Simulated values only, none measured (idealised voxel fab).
Presented below is a process module, voxel capacitor over wiring.
The cross-section on display is named cut; it measures 235 nm wide, and its cells are 5 nm squares.
A cross-section is a grid of square cells, given in bands from the top down. A band is one or more rows of cells.
A band entry consists of two parts. The first gives the height of the band's top and the height of its bottom, in nm. The rest lists the band's materials from left to right, each with its width in nm. A single material labelled with the word "edge to edge" fills the band from edge to edge, and the word "air" marks empty space.
Heights are measured from 0, the level below which the as-received wafer is all one material; the lowest band has no bottom and continues downward, written as in "from 0 down".
A width such as "30..40" changes by the same amount from each row of cells to the next, from the band's top row to its bottom row.
You'll sometimes find "all unchanged" written for a step, and that's the way of saying that nowhere in the cross-section did a cell change during that step.
Closed-off voids of 8+ cells (no open route to the top) go in "Closed void listing", written width x height at distance from the left edge, in nm.
Past the settings on a step's line: simulator remark, on that step.
overlay nm, on a step with a mask: how far to the right of its planned place the mask lay; to the left if negative

**plan**
step 1: op RECEIVE | material Si
step 2: op CONFORMAL_DEP | material SiO2 | thk nm 10
step 3: op DIRECTIONAL_DEP | material TiN | thk nm 5
step 4: op DIRECTIONAL_DEP | material Ru | thk nm 20
step 5: op MASKED_ETCH | tone cover | mask id METAL_1 | width nm 25 | pitch nm 75 | etch materials Ru | depth nm 20 | overlay nm 0
step 6: op MASKED_ETCH | tone cover | mask id METAL_1 | width nm 25 | pitch nm 75 | etch materials TiN | depth nm 5 | overlay nm 0
step 7: op FILL_DEP | material lowk | thk nm 5
step 8: op CMP | height nm 35
step 9: op CONFORMAL_DEP | material SiCN | thk nm 5
step 10: op DIRECTIONAL_DEP | material SiO2 | thk nm 10
step 11: op PATTERN | tone open | mask id PLUG_1 | material resist | width nm 15 | thk nm 20 | overlay nm 0
step 12: op DIRECTIONAL_ETCH | etch materials SiO2 | depth nm 10
step 13: op DIRECTIONAL_ETCH | etch materials SiCN | depth nm 5
step 14: op STRIP | etch materials resist
step 15: op CONFORMAL_DEP | material TiN | thk nm 5
step 16: op FILL_DEP | material Ru | thk nm 5
step 17: op CMP | height nm 50
step 18: op DIRECTIONAL_DEP | material TiN | thk nm 10
step 19: op DIRECTIONAL_DEP | material SiN | thk nm 5
step 20: op DIRECTIONAL_DEP | material TiN | thk nm 10
step 21: op MASKED_ETCH | tone cover | mask id UPPER_PLATE | width nm 55 | etch materials TiN | depth nm 10 | overlay nm 0
step 22: op MASKED_ETCH | tone cover | mask id UPPER_PLATE | width nm 55 | etch materials SiN | depth nm 5 | overlay nm 0
step 23: op PATTERN | tone cover | mask id LOWER_PLATE | material resist | width nm 65 | thk nm 20 | overlay nm 0
step 24: op DIRECTIONAL_ETCH | etch materials TiN | depth nm 10
step 25: op STRIP | etch materials resist
step 26: op FILL_DEP | material SiO2 | thk nm 15
step 27: op CMP | height nm 85
step 28: op PATTERN | tone open | mask id PLUG_2 | material resist | width nm 15 | thk nm 15 | overlay nm 0
step 29: op DIRECTIONAL_ETCH | etch materials SiO2 | depth nm 10
step 30: op STRIP | etch materials resist
step 31: op CONFORMAL_DEP | material TiN | thk nm 5
step 32: op FILL_DEP | material Ru | thk nm 5
step 33: op CMP | height nm 85
step 34: op CONFORMAL_DEP | material SiN | thk nm 5

**What follows covers the first of two wafers; it ran as planned**

**Step 1 complete: cross-section of the wafer as received**
> from 0 down = Si edge to edge
> Closed void listing: none

**How the wafer stands in section after step 2**
> from 10 to 0 = SiO2 edge to edge
> Lower than 0, everything is as it was.

**How the wafer stands in section after step 3**
> from 15 to 10 = TiN edge to edge
> Lower than 10, everything is as it was.

**How the wafer stands in section after step 4**
> from 35 to 15 = Ru edge to edge
> Lower than 15, everything is as it was.

**How the wafer stands in section after step 5**
> from 35 to 15 = air 65  Ru 25  air 50  Ru 25  air 70
> Lower than 15, everything is as it was.

**How the wafer stands in section after step 6**
> from 35 to 15 = air 65  Ru 25  air 50  Ru 25  air 70
> from 15 to 10 = air 65  TiN 25  air 50  TiN 25  air 70
> Lower than 10, everything is as it was.

**How the wafer stands in section after step 7**
> from 40 to 35 = lowk edge to edge
> from 35 to 15 = lowk 65  Ru 25  lowk 50  Ru 25  lowk 70
> from 15 to 10 = lowk 65  TiN 25  lowk 50  TiN 25  lowk 70
> Lower than 10, everything is as it was.

**How the wafer stands in section after step 8**
> from 35 to 15 = lowk 65  Ru 25  lowk 50  Ru 25  lowk 70
> Lower than 15, everything is as it was.

**How the wafer stands in section after step 9**
> from 40 to 35 = SiCN edge to edge
> Lower than 35, everything is as it was.

**How the wafer stands in section after step 10**
> from 50 to 40 = SiO2 edge to edge
> Lower than 40, everything is as it was.

**How the wafer stands in section after step 11**
> from 70 to 50 = resist 75  air 15  resist 145
> Lower than 50, everything is as it was.

**How the wafer stands in section after step 12**
> from 70 to 50 = resist 75  air 15  resist 145
> from 50 to 40 = SiO2 75  air 15  SiO2 145
> Lower than 40, everything is as it was.

**How the wafer stands in section after step 13**
> from 70 to 50 = resist 75  air 15  resist 145
> from 50 to 40 = SiO2 75  air 15  SiO2 145
> from 40 to 35 = SiCN 75  air 15  SiCN 145
> Lower than 35, everything is as it was.

**How the wafer stands in section after step 14**
> from 50 to 40 = SiO2 75  air 15  SiO2 145
> Lower than 40, everything is as it was.

**How the wafer stands in section after step 15**
> from 55 to 50 = TiN 80  air 5  TiN 150
> from 50 to 40 = SiO2 75  TiN 5  air 5  TiN 5  SiO2 145
> from 40 to 35 = SiCN 75  TiN 15  SiCN 145
> Lower than 35, everything is as it was.

**How the wafer stands in section after step 16**
> from 60 to 55 = Ru edge to edge
> from 55 to 50 = TiN 80  Ru 5  TiN 150
> from 50 to 40 = SiO2 75  TiN 5  Ru 5  TiN 5  SiO2 145
> Lower than 40, everything is as it was.

**How the wafer stands in section after step 17**
> from 50 to 40 = SiO2 75  TiN 5  Ru 5  TiN 5  SiO2 145
> Lower than 40, everything is as it was.

**How the wafer stands in section after step 18**
> from 60 to 50 = TiN edge to edge
> Lower than 50, everything is as it was.

**How the wafer stands in section after step 19**
> from 65 to 60 = SiN edge to edge
> Lower than 60, everything is as it was.

**How the wafer stands in section after step 20**
> from 75 to 65 = TiN edge to edge
> Lower than 65, everything is as it was.

**How the wafer stands in section after step 21**
> from 75 to 65 = air 75  TiN 55  air 105
> Lower than 65, everything is as it was.

**How the wafer stands in section after step 22**
> from 75 to 65 = air 75  TiN 55  air 105
> from 65 to 60 = air 75  SiN 55  air 105
> Lower than 60, everything is as it was.

**How the wafer stands in section after step 23**
> from 95 to 75 = air 70  resist 65  air 100
> from 75 to 65 = air 70  resist 5  TiN 55  resist 5  air 100
> from 65 to 60 = air 70  resist 5  SiN 55  resist 5  air 100
> Lower than 60, everything is as it was.

**How the wafer stands in section after step 24**
> from 95 to 75 = air 70  resist 65  air 100
> from 75 to 65 = air 70  resist 5  TiN 55  resist 5  air 100
> from 65 to 60 = air 70  resist 5  SiN 55  resist 5  air 100
> from 60 to 50 = air 70  TiN 65  air 100
> Lower than 50, everything is as it was.

**How the wafer stands in section after step 25**
> from 75 to 65 = air 75  TiN 55  air 105
> from 65 to 60 = air 75  SiN 55  air 105
> Lower than 60, everything is as it was.

**How the wafer stands in section after step 26**
> from 90 to 75 = SiO2 edge to edge
> from 75 to 65 = SiO2 75  TiN 55  SiO2 105
> from 65 to 60 = SiO2 75  SiN 55  SiO2 105
> from 60 to 50 = SiO2 70  TiN 65  SiO2 100
> Lower than 50, everything is as it was.

**How the wafer stands in section after step 27**
> from 85 to 75 = SiO2 edge to edge
> Lower than 75, everything is as it was.

**How the wafer stands in section after step 28**
> from 100 to 85 = resist 85  air 15  resist 135
> Lower than 85, everything is as it was.

**How the wafer stands in section after step 29**
> from 100 to 85 = resist 85  air 15  resist 135
> from 85 to 75 = SiO2 85  air 15  SiO2 135
> Lower than 75, everything is as it was.

**How the wafer stands in section after step 30**
> from 85 to 75 = SiO2 85  air 15  SiO2 135
> Lower than 75, everything is as it was.

**How the wafer stands in section after step 31**
> from 90 to 85 = TiN 90  air 5  TiN 140
> from 85 to 80 = SiO2 85  TiN 5  air 5  TiN 5  SiO2 135
> from 80 to 75 = SiO2 85  TiN 15  SiO2 135
> Lower than 75, everything is as it was.

**How the wafer stands in section after step 32**
> from 95 to 90 = Ru edge to edge
> from 90 to 85 = TiN 90  Ru 5  TiN 140
> from 85 to 80 = SiO2 85  TiN 5  Ru 5  TiN 5  SiO2 135
> Lower than 80, everything is as it was.

**How the wafer stands in section after step 33**
> from 85 to 80 = SiO2 85  TiN 5  Ru 5  TiN 5  SiO2 135
> Lower than 80, everything is as it was.

**How the wafer stands in section after step 34**
> from 90 to 85 = SiN edge to edge
> Lower than 85, everything is as it was.

**Regarding the second of the two wafers: it shared the first wafer's starting condition and process plan, yet one error occurred during its execution. Its history coincides with that of the first wafer up to and including step 10**

**Second wafer, cut view, end of step 11 per plan**
> from 70 to 50 = resist 85  air 15  resist 135
> Lower than 50, everything is as it was.

**Second wafer, cut view, end of step 12 per plan**
> from 70 to 50 = resist 85  air 15  resist 135
> from 50 to 40 = SiO2 85  air 15  SiO2 135
> Lower than 40, everything is as it was.

**Second wafer, cut view, end of step 13 per plan**
> from 70 to 50 = resist 85  air 15  resist 135
> from 50 to 40 = SiO2 85  air 15  SiO2 135
> from 40 to 35 = SiCN 85  air 15  SiCN 135
> Lower than 35, everything is as it was.

**Second wafer, cut view, end of step 14 per plan**
> from 50 to 40 = SiO2 85  air 15  SiO2 135
> Lower than 40, everything is as it was.

**Second wafer, cut view, end of step 15 per plan**
> from 55 to 50 = TiN 90  air 5  TiN 140
> from 50 to 40 = SiO2 85  TiN 5  air 5  TiN 5  SiO2 135
> from 40 to 35 = SiCN 85  TiN 15  SiCN 135
> Lower than 35, everything is as it was.

**Second wafer, cut view, end of step 16 per plan**
> from 60 to 55 = Ru edge to edge
> from 55 to 50 = TiN 90  Ru 5  TiN 140
> from 50 to 40 = SiO2 85  TiN 5  Ru 5  TiN 5  SiO2 135
> Lower than 40, everything is as it was.

**Second wafer, cut view, end of step 17 per plan**
> from 50 to 40 = SiO2 85  TiN 5  Ru 5  TiN 5  SiO2 135
> Lower than 40, everything is as it was.

**Second wafer, cut view, end of step 18 per plan**
> from 60 to 50 = TiN edge to edge
> Lower than 50, everything is as it was.

**Second wafer, cut view, end of step 19 per plan**
> from 65 to 60 = SiN edge to edge
> Lower than 60, everything is as it was.

**Second wafer, cut view, end of step 20 per plan**
> from 75 to 65 = TiN edge to edge
> Lower than 65, everything is as it was.

**Second wafer, cut view, end of step 21 per plan**
> from 75 to 65 = air 75  TiN 55  air 105
> Lower than 65, everything is as it was.

**Second wafer, cut view, end of step 22 per plan**
> from 75 to 65 = air 75  TiN 55  air 105
> from 65 to 60 = air 75  SiN 55  air 105
> Lower than 60, everything is as it was.

**Second wafer, cut view, end of step 23 per plan**
> from 95 to 75 = air 70  resist 65  air 100
> from 75 to 65 = air 70  resist 5  TiN 55  resist 5  air 100
> from 65 to 60 = air 70  resist 5  SiN 55  resist 5  air 100
> Lower than 60, everything is as it was.

**Second wafer, cut view, end of step 24 per plan**
> from 95 to 75 = air 70  resist 65  air 100
> from 75 to 65 = air 70  resist 5  TiN 55  resist 5  air 100
> from 65 to 60 = air 70  resist 5  SiN 55  resist 5  air 100
> from 60 to 50 = air 70  TiN 65  air 100
> Lower than 50, everything is as it was.

**Second wafer, cut view, end of step 25 per plan**
> from 75 to 65 = air 75  TiN 55  air 105
> from 65 to 60 = air 75  SiN 55  air 105
> Lower than 60, everything is as it was.

**Second wafer, cut view, end of step 26 per plan**
> from 90 to 75 = SiO2 edge to edge
> from 75 to 65 = SiO2 75  TiN 55  SiO2 105
> from 65 to 60 = SiO2 75  SiN 55  SiO2 105
> from 60 to 50 = SiO2 70  TiN 65  SiO2 100
> Lower than 50, everything is as it was.

**Second wafer, cut view, end of step 27 per plan**
> from 85 to 75 = SiO2 edge to edge
> Lower than 75, everything is as it was.

**Second wafer, cut view, end of step 28 per plan**
> from 100 to 85 = resist 85  air 15  resist 135
> Lower than 85, everything is as it was.

**Second wafer, cut view, end of step 29 per plan**
> from 100 to 85 = resist 85  air 15  resist 135
> from 85 to 75 = SiO2 85  air 15  SiO2 135
> Lower than 75, everything is as it was.

**Second wafer, cut view, end of step 30 per plan**
> from 85 to 75 = SiO2 85  air 15  SiO2 135
> Lower than 75, everything is as it was.

**Second wafer, cut view, end of step 31 per plan**
> from 90 to 85 = TiN 90  air 5  TiN 140
> from 85 to 80 = SiO2 85  TiN 5  air 5  TiN 5  SiO2 135
> from 80 to 75 = SiO2 85  TiN 15  SiO2 135
> Lower than 75, everything is as it was.

**Second wafer, cut view, end of step 32 per plan**
> from 95 to 90 = Ru edge to edge
> from 90 to 85 = TiN 90  Ru 5  TiN 140
> from 85 to 80 = SiO2 85  TiN 5  Ru 5  TiN 5  SiO2 135
> Lower than 80, everything is as it was.

**Second wafer, cut view, end of step 33 per plan**
> from 85 to 80 = SiO2 85  TiN 5  Ru 5  TiN 5  SiO2 135
> Lower than 80, everything is as it was.

**Second wafer, cut view, end of step 34 per plan**
> from 90 to 85 = SiN edge to edge
> Lower than 85, everything is as it was.
What broke from the plan during processing? step 11 ran with different settings than intended, the actual operation and settings being op PATTERN | tone open | mask id PLUG_1 | material resist | width nm 15 | thk nm 20 | overlay nm 10
If you tally the cells, the second wafer ends up with the same amount of every material as the first; it's all just sitting in different places.
